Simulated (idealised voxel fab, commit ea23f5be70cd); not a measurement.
The process module that follows is named voxel double patterning.
FYI the section here is cut, 265 nm wide, cells are 5 nm squares.
How to read a cross-section here: the picture is a grid of square cells, written as bands going from the top down, and any band can span one or more rows of cells. Look at the band entry: it leads with the top's height and the bottom's height in nm. Then it lists the materials left to right, with a width in nm for each. The word "edge to edge" on a single material says that material fills the band edge to edge. The word "empty" is empty space. Height reference: 0 = level under which incoming wafer is all one material. Lowest band: no bottom, runs on downward, e.g. "0 and below". The two numbers in a width such as "30->40" mark its ends across the band: the first belongs to the top row of cells, the second to the bottom row, and from each row to the next the width moves by the same amount. For the purposes of this document, the phrase "same as before" attached to a step denotes that no cell within the cross-section was modified by that step. Empty spaces without an open route to the top, at least 8 cells in extent, make up the entry "Enclosed internal cavities"; each is given as width x height at distance, where the distance is measured from the left edge, and all are in nm. Heads up: the bit after the settings on a step's line is the simulator's remark on that step. overlay nm: step with mask; distance mask lay right of planned place; negative value = left of planned place.
List of planned process steps
1,RECEIVE, material Si
2,CONFORMAL_DEP, material SiO2, thk nm 10
3,DIRECTIONAL_DEP, material polySi, thk nm 10
4,DIRECTIONAL_DEP, material SiCN, thk nm 5
5,DIRECTIONAL_DEP, material aC, thk nm 15
6,PATTERN, tone open, mask id FIRST, material resist, width nm 15, pitch nm 50, thk nm 30, overlay nm 0
7,DIRECTIONAL_ETCH, etch materials aC, depth nm 15
8,STRIP, etch materials resist
9,DIRECTIONAL_ETCH, etch materials SiCN, depth nm 5
10,STRIP, etch materials aC
11,PATTERN, tone open, mask id SECOND, material resist, width nm 15, thk nm 15, overlay nm 0
12,DIRECTIONAL_ETCH, etch materials SiCN, depth nm 5
13,STRIP, etch materials resist
14,DIRECTIONAL_ETCH, etch materials polySi, depth nm 10
15,STRIP, etch materials SiCN
First wafer out of two, processed as planned
Here's what the wafer looked like in cross-section when it arrived - that's after step 1
* 0 and below = Si edge to edge
* Enclosed internal cavities: none
Wafer xsec, post step 2
* 10 down to 0 = SiO2 edge to edge
* Under the height 0 nothing was changed.
Wafer xsec, post step 3
* 20 down to 10 = polySi edge to edge
* Under the height 10 nothing was changed.
Wafer xsec, post step 4
* 25 down to 20 = SiCN edge to edge
* Under the height 20 nothing was changed.
Wafer xsec, post step 5
* 40 down to 25 = aC edge to edge
* Under the height 25 nothing was changed.
Wafer xsec, post step 6
* 70 down to 40 = 100 nm resist | 15 nm empty | 35 nm resist | 15 nm empty | 100 nm resist
* Under the height 40 nothing was changed.
Wafer xsec, post step 7
* 55 down to 40 = 100 nm resist | 15 nm empty | 35 nm resist | 15 nm empty | 100 nm resist
* 40 down to 25 = 100 nm aC | 15 nm empty | 35 nm aC | 15 nm empty | 100 nm aC
* Under the height 25 nothing was changed.
Wafer xsec, post step 8
* 40 down to 25 = 100 nm aC | 15 nm empty | 35 nm aC | 15 nm empty | 100 nm aC
* Under the height 25 nothing was changed.
Wafer xsec, post step 9
* 40 down to 25 = 100 nm aC | 15 nm empty | 35 nm aC | 15 nm empty | 100 nm aC
* 25 down to 20 = 100 nm SiCN | 15 nm empty | 35 nm SiCN | 15 nm empty | 100 nm SiCN
* Under the height 20 nothing was changed.
Wafer xsec, post step 10
* 25 down to 20 = 100 nm SiCN | 15 nm empty | 35 nm SiCN | 15 nm empty | 100 nm SiCN
* Under the height 20 nothing was changed.
Wafer xsec, post step 11
* 40 down to 25 = 125 nm resist | 15 nm empty | 125 nm resist
* 25 down to 20 = 100 nm SiCN | 15 nm resist | 35 nm SiCN | 15 nm resist | 100 nm SiCN
* Under the height 20 nothing was changed.
Wafer xsec, post step 12
* 40 down to 25 = 125 nm resist | 15 nm empty | 125 nm resist
* 25 down to 20 = 100 nm SiCN | 15 nm resist | 10 nm SiCN | 15 nm empty | 10 nm SiCN | 15 nm resist | 100 nm SiCN
* Under the height 20 nothing was changed.
Wafer xsec, post step 13
* 25 down to 20 = 100 nm SiCN | 15 nm empty | 10 nm SiCN | 15 nm empty | 10 nm SiCN | 15 nm empty | 100 nm SiCN
* Under the height 20 nothing was changed.
Wafer xsec, post step 14
* 25 down to 20 = 100 nm SiCN | 15 nm empty | 10 nm SiCN | 15 nm empty | 10 nm SiCN | 15 nm empty | 100 nm SiCN
* 20 down to 10 = 100 nm polySi | 15 nm empty | 10 nm polySi | 15 nm empty | 10 nm polySi | 15 nm empty | 100 nm polySi
* Under the height 10 nothing was changed.
Wafer xsec, post step 15
* 20 down to 10 = 100 nm polySi | 15 nm empty | 10 nm polySi | 15 nm empty | 10 nm polySi | 15 nm empty | 100 nm polySi
* Under the height 10 nothing was changed.
Here the second wafer is described. Its start and its plan were those of the first wafer. Its run contained one mistake. Up to and including step 2, it did exactly what the first wafer did
Planned end of step 3: second wafer, cross-section
* 25 down to 10 = polySi edge to edge
* Under the height 10 nothing was changed.
Planned end of step 4: second wafer, cross-section
* 30 down to 25 = SiCN edge to edge
* Under the height 25 nothing was changed.
Planned end of step 5: second wafer, cross-section
* 45 down to 30 = aC edge to edge
* Under the height 30 nothing was changed.
Planned end of step 6: second wafer, cross-section
* 75 down to 45 = 100 nm resist | 15 nm empty | 35 nm resist | 15 nm empty | 100 nm resist
* Under the height 45 nothing was changed.
Planned end of step 7: second wafer, cross-section
* 60 down to 45 = 100 nm resist | 15 nm empty | 35 nm resist | 15 nm empty | 100 nm resist
* 45 down to 30 = 100 nm aC | 15 nm empty | 35 nm aC | 15 nm empty | 100 nm aC
* Under the height 30 nothing was changed.
Planned end of step 8: second wafer, cross-section
* 45 down to 30 = 100 nm aC | 15 nm empty | 35 nm aC | 15 nm empty | 100 nm aC
* Under the height 30 nothing was changed.
Planned end of step 9: second wafer, cross-section
* 45 down to 30 = 100 nm aC | 15 nm empty | 35 nm aC | 15 nm empty | 100 nm aC
* 30 down to 25 = 100 nm SiCN | 15 nm empty | 35 nm SiCN | 15 nm empty | 100 nm SiCN
* Under the height 25 nothing was changed.
Planned end of step 10: second wafer, cross-section
* 30 down to 25 = 100 nm SiCN | 15 nm empty | 35 nm SiCN | 15 nm empty | 100 nm SiCN
* Under the height 25 nothing was changed.
Planned end of step 11: second wafer, cross-section
* 45 down to 30 = 125 nm resist | 15 nm empty | 125 nm resist
* 30 down to 25 = 100 nm SiCN | 15 nm resist | 35 nm SiCN | 15 nm resist | 100 nm SiCN
* Under the height 25 nothing was changed.
Planned end of step 12: second wafer, cross-section
* 45 down to 30 = 125 nm resist | 15 nm empty | 125 nm resist
* 30 down to 25 = 100 nm SiCN | 15 nm resist | 10 nm SiCN | 15 nm empty | 10 nm SiCN | 15 nm resist | 100 nm SiCN
* Under the height 25 nothing was changed.
Planned end of step 13: second wafer, cross-section
* 30 down to 25 = 100 nm SiCN | 15 nm empty | 10 nm SiCN | 15 nm empty | 10 nm SiCN | 15 nm empty | 100 nm SiCN
* Under the height 25 nothing was changed.
Planned end of step 14: second wafer, cross-section
* 30 down to 25 = 100 nm SiCN | 15 nm empty | 10 nm SiCN | 15 nm empty | 10 nm SiCN | 15 nm empty | 100 nm SiCN
* 25 down to 15 = 100 nm polySi | 15 nm empty | 10 nm polySi | 15 nm empty | 10 nm polySi | 15 nm empty | 100 nm polySi
* Under the height 15 nothing was changed.
Planned end of step 15: second wafer, cross-section
* 25 down to 15 = 100 nm polySi | 15 nm empty | 10 nm polySi | 15 nm empty | 10 nm polySi | 15 nm empty | 100 nm polySi
* Under the height 15 nothing was changed.
So what did we get wrong on this run? not per plan at step 3, really ran DIRECTIONAL_DEP, material polySi, thk nm 15
Cell-count delta at end, second wafer over first, by material: +53 polySi
